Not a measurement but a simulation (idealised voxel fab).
process module | voxel ribs on slabs
cross-section cut | 155 nm wide | cells 5 nm
A cross-section is a grid of square cells, given in bands from the top down. A band is one or more rows of cells.
Each band's line starts with the height of the band's top and of its bottom, in nm. Then come its materials from left to right, each with its width in nm. One material with "throughout" fills the band from edge to edge. "air" is empty space.
Height 0 is the level under which the wafer as received is all one material. The lowest band goes on downwards, as in "0 down".
A width such as "30 to 40" changes by the same amount from each row of cells to the next, from the band's top row to its bottom row.
"no change" after a step means that no cell of the cross-section changed.
closed voids: empty space of 8 cells or more with no open way to the top, each as width x height at its distance from the left edge, in nm
after a step's settings: what the simulator itself notes on the step
overlay nm, on a step with a mask: how far to the right of its planned place the mask lay; to the left if negative
plan
1 op RECEIVE | material Si
2 op DIRECTIONAL_DEP | material SiO2 | thk nm 20
3 op DIRECTIONAL_DEP | material SiN | thk nm 15
4 op DIRECTIONAL_DEP | material aC | thk nm 10
5 op PATTERN | tone cover | mask id RIB | material resist | width nm 30 | thk nm 30 | overlay nm 0
6 op DIRECTIONAL_ETCH | etch materials aC | depth nm 10
7 op STRIP | etch materials resist
8 op DIRECTIONAL_ETCH | etch materials SiN | depth nm 10
9 op STRIP | etch materials aC
10 op DIRECTIONAL_DEP | material aC | thk nm 15
11 op PATTERN | tone cover | mask id SLAB | material resist | width nm 90 | thk nm 35 | overlay nm 0
12 op DIRECTIONAL_ETCH | etch materials aC | depth nm 15
13 op STRIP | etch materials resist
14 op DIRECTIONAL_ETCH | etch materials SiN | depth nm 5
15 op STRIP | etch materials aC
16 op FILL_DEP | material SiO2 | thk nm 25
17 op CMP | height nm 50
18 op DIRECTIONAL_DEP | material W | thk nm 10
19 op DIRECTIONAL_DEP | material aC | thk nm 15
20 op PATTERN | tone cover | mask id HEATER | material resist | width nm 40 | thk nm 35 | overlay nm 0
21 op DIRECTIONAL_ETCH | etch materials aC | depth nm 15
22 op STRIP | etch materials resist
23 op DIRECTIONAL_ETCH | etch materials W | depth nm 10
24 op STRIP | etch materials aC
25 op CONFORMAL_DEP | material SiN | thk nm 10
first wafer, as planned
as received, after step 1
  0 down: Si throughout
  closed voids: none
after step 2
  20 to 0: SiO2 throughout
  below 0: unchanged
after step 3
  35 to 20: SiN throughout
  below 20: unchanged
after step 4
  45 to 35: aC throughout
  below 35: unchanged
after step 5
  75 to 45: air 60 | resist 30 | air 65
  below 45: unchanged
after step 6
  65 to 45: air 60 | resist 30 | air 65
  45 to 35: air 60 | aC 30 | air 65
  below 35: unchanged
after step 7
  45 to 35: air 60 | aC 30 | air 65
  below 35: unchanged
after step 8
  45 to 35: air 60 | aC 30 | air 65
  35 to 25: air 60 | SiN 30 | air 65
  below 25: unchanged
after step 9
  35 to 25: air 60 | SiN 30 | air 65
  below 25: unchanged
after step 10
  50 to 40: air 60 | aC 30 | air 65
  40 to 35: aC throughout
  35 to 25: aC 60 | SiN 30 | aC 65
  below 25: unchanged
after step 11
  85 to 50: air 30 | resist 90 | air 35
  50 to 40: air 30 | resist 30 | aC 30 | resist 30 | air 35
  below 40: unchanged
after step 12
  70 to 50: air 30 | resist 90 | air 35
  50 to 40: air 30 | resist 30 | aC 30 | resist 30 | air 35
  40 to 35: air 30 | aC 90 | air 35
  35 to 25: air 30 | aC 30 | SiN 30 | aC 30 | air 35
  below 25: unchanged
after step 13
  50 to 40: air 60 | aC 30 | air 65
  below 40: unchanged
after step 14
  50 to 40: air 60 | aC 30 | air 65
  40 to 35: air 30 | aC 90 | air 35
  35 to 25: air 30 | aC 30 | SiN 30 | aC 30 | air 35
  25 to 20: air 30 | SiN 90 | air 35
  below 20: unchanged
after step 15
  35 to 25: air 60 | SiN 30 | air 65
  below 25: unchanged
after step 16
  60 to 35: SiO2 throughout
  35 to 25: SiO2 60 | SiN 30 | SiO2 65
  25 to 20: SiO2 30 | SiN 90 | SiO2 35
  below 20: unchanged
after step 17
  50 to 35: SiO2 throughout
  below 35: unchanged
after step 18
  60 to 50: W throughout
  below 50: unchanged
after step 19
  75 to 60: aC throughout
  below 60: unchanged
after step 20
  110 to 75: air 55 | resist 40 | air 60
  below 75: unchanged
after step 21
  95 to 75: air 55 | resist 40 | air 60
  75 to 60: air 55 | aC 40 | air 60
  below 60: unchanged
after step 22
  75 to 60: air 55 | aC 40 | air 60
  below 60: unchanged
after step 23
  75 to 60: air 55 | aC 40 | air 60
  60 to 50: air 55 | W 40 | air 60
  below 50: unchanged
after step 24
  60 to 50: air 55 | W 40 | air 60
  below 50: unchanged
after step 25
  70 to 60: air 45 | SiN 60 | air 50
  60 to 50: SiN 55 | W 40 | SiN 60
  below 50: unchanged
second wafer: like start, like plan, one mistake. Through step 1 it matches the first wafer
when step 2 should have ended
  40 to 0: SiO2 throughout
  below 0: unchanged
when step 3 should have ended
  55 to 40: SiN throughout
  below 40: unchanged
when step 4 should have ended
  65 to 55: aC throughout
  below 55: unchanged
when step 5 should have ended
  95 to 65: air 60 | resist 30 | air 65
  below 65: unchanged
when step 6 should have ended
  85 to 65: air 60 | resist 30 | air 65
  65 to 55: air 60 | aC 30 | air 65
  below 55: unchanged
when step 7 should have ended
  65 to 55: air 60 | aC 30 | air 65
  below 55: unchanged
when step 8 should have ended
  65 to 55: air 60 | aC 30 | air 65
  55 to 45: air 60 | SiN 30 | air 65
  below 45: unchanged
when step 9 should have ended
  55 to 45: air 60 | SiN 30 | air 65
  below 45: unchanged
when step 10 should have ended
  70 to 60: air 60 | aC 30 | air 65
  60 to 55: aC throughout
  55 to 45: aC 60 | SiN 30 | aC 65
  below 45: unchanged
when step 11 should have ended
  105 to 70: air 30 | resist 90 | air 35
  70 to 60: air 30 | resist 30 | aC 30 | resist 30 | air 35
  below 60: unchanged
when step 12 should have ended
  90 to 70: air 30 | resist 90 | air 35
  70 to 60: air 30 | resist 30 | aC 30 | resist 30 | air 35
  60 to 55: air 30 | aC 90 | air 35
  55 to 45: air 30 | aC 30 | SiN 30 | aC 30 | air 35
  below 45: unchanged
when step 13 should have ended
  70 to 60: air 60 | aC 30 | air 65
  below 60: unchanged
when step 14 should have ended
  70 to 60: air 60 | aC 30 | air 65
  60 to 55: air 30 | aC 90 | air 35
  55 to 45: air 30 | aC 30 | SiN 30 | aC 30 | air 35
  45 to 40: air 30 | SiN 90 | air 35
  below 40: unchanged
when step 15 should have ended
  55 to 45: air 60 | SiN 30 | air 65
  below 45: unchanged
when step 16 should have ended
  80 to 55: SiO2 throughout
  55 to 45: SiO2 60 | SiN 30 | SiO2 65
  45 to 40: SiO2 30 | SiN 90 | SiO2 35
  below 40: unchanged
when step 17 should have ended
  50 to 40: SiO2 60 to 30 | SiN 30 to 90 | SiO2 65 to 35
  below 40: unchanged
when step 18 should have ended
  60 to 50: W throughout
  below 50: unchanged
when step 19 should have ended
  75 to 60: aC throughout
  below 60: unchanged
when step 20 should have ended
  110 to 75: air 55 | resist 40 | air 60
  below 75: unchanged
when step 21 should have ended
  95 to 75: air 55 | resist 40 | air 60
  75 to 60: air 55 | aC 40 | air 60
  below 60: unchanged
when step 22 should have ended
  75 to 60: air 55 | aC 40 | air 60
  below 60: unchanged
when step 23 should have ended
  75 to 60: air 55 | aC 40 | air 60
  60 to 50: air 55 | W 40 | air 60
  below 50: unchanged
when step 24 should have ended
  60 to 50: air 55 | W 40 | air 60
  below 50: unchanged
when step 25 should have ended
  70 to 60: air 45 | SiN 60 | air 50
  60 to 50: SiN 55 | W 40 | SiN 60
  below 50: unchanged
what went wrong: step 2 was run twice
at the end the second wafer has, in cells: 6 fewer of SiN | 6 more of SiO2
